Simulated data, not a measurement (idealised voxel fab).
The process module that follows is named voxel self aligned contacts.
Pictured: cross-section cut, 160 nm wide, on a grid of 5 nm square cells.
Each cross-section below is a grid of square cells, stated as bands in top-down order, with one or more rows of cells making up each band. Look at the band entry: it leads with the top's height and the bottom's height in nm. Then it lists the materials left to right, with a width in nm for each. The word "full width" on a single material says that material fills the band edge to edge. The word "air" is empty space. Heads up on the height convention: 0 is the point under which the incoming wafer is all one material, and the lowest band has no bottom, it just keeps going down, like "0 down". So if you see something like "30..40" for the width, read it as the top row of the band sitting at the first number and the bottom row at the second, with every row in between moving by the same amount as the last. The cross-section has no changed cell in any step marked "nothing got changed". The list in "Closed empty spaces" covers empty spaces of 8 cells or more that cannot reach the top through any open way, and it gives each as width x height at distance; the distance is from the left edge, and width, height and distance are in nm. On each step's line, the part that comes after the settings is the simulator's own comment on the step. Regarding "overlay nm": on a step with a mask, it is the distance the mask lay to the right of its planned place; a negative value places it to the left.
This section lists the process steps that were planned
1) RECEIVE, material Si
2) OXIDIZE, depth nm 5
3) DIRECTIONAL_DEP, material polySi, thk nm 25
4) DIRECTIONAL_DEP, material SiN, thk nm 20
5) DIRECTIONAL_DEP, material aC, thk nm 10
6) PATTERN, tone cover, mask id GATE, material resist, width nm 30, pitch nm 75, thk nm 25, overlay nm 0
7) DIRECTIONAL_ETCH, etch materials aC, depth nm 10
8) STRIP, etch materials resist
9) DIRECTIONAL_ETCH, etch materials SiN, depth nm 20
10) DIRECTIONAL_ETCH, etch materials polySi, depth nm 25
11) STRIP, etch materials aC
12) CONFORMAL_DEP, material SiN, thk nm 10
13) DIRECTIONAL_ETCH, etch materials SiN, depth nm 10
14) FILL_DEP, material SiO2, thk nm 15
15) CMP, height nm 50
16) DIRECTIONAL_DEP, material aC, thk nm 15
17) PATTERN, tone open, mask id CONTACT, material resist, width nm 55, thk nm 35, overlay nm 0
18) DIRECTIONAL_ETCH, etch materials aC, depth nm 15
19) STRIP, etch materials resist
20) DIRECTIONAL_ETCH, etch materials SiO2, depth nm 55
21) STRIP, etch materials aC
22) CONFORMAL_DEP, material TiN, thk nm 5
23) FILL_DEP, material Ru, thk nm 10
24) CMP, height nm 50
25) CONFORMAL_DEP, material SiCN, thk nm 5
Cross-section of the wafer upon arrival, representing the state reached after step 1
* 0 down: Si full width
* Closed empty spaces: none
Looking at the first of two wafers in cross-section at end of module - ran to plan
* 55 to 50: SiCN full width
* 50 to 45: SiO2: 50  TiN: 20  Ru: 15  TiN: 20  SiO2: 55
* 45 to 25: SiO2: 15  SiN: 50  TiN: 5  Ru: 15  TiN: 5  SiN: 50  SiO2: 20
* 25 to 0: SiO2: 15  SiN: 10  polySi: 30  SiN: 10  TiN: 5  Ru: 15  TiN: 5  SiN: 10  polySi: 30  SiN: 10  SiO2: 20
* 0 to -5: SiO2: 65  TiN: 25  SiO2: 70
* -5 down: Si full width
* Closed empty spaces: none
Cross-sectional view of the second of two wafers upon completion of the module. This wafer shared its starting condition and process plan with the first; one error was made during its execution
* 55 to 50: SiCN full width
* 50 to 45: SiO2: 50  TiN: 55  SiO2: 55
* 45 to 25: SiN: 35  SiO2: 10  SiN: 65  SiO2: 10  SiN: 40
* 25 to 0: polySi: 25  SiN: 10  SiO2: 10  SiN: 10  polySi: 45  SiN: 10  SiO2: 10  SiN: 10  polySi: 30
* 0 to -5: SiO2 full width
* -5 down: Si full width
* Closed empty spaces: none
Want to know what went wrong? note that step 6 departed from the planned setting and was carried out as PATTERN, tone open, mask id GATE, material resist, width nm 30, pitch nm 75, thk nm 25, overlay nm 0
Final wafer comparison in cells, second versus first, more or fewer per material: -30 Ru | +32 SiN | -22 SiO2 | -20 TiN | +40 polySi
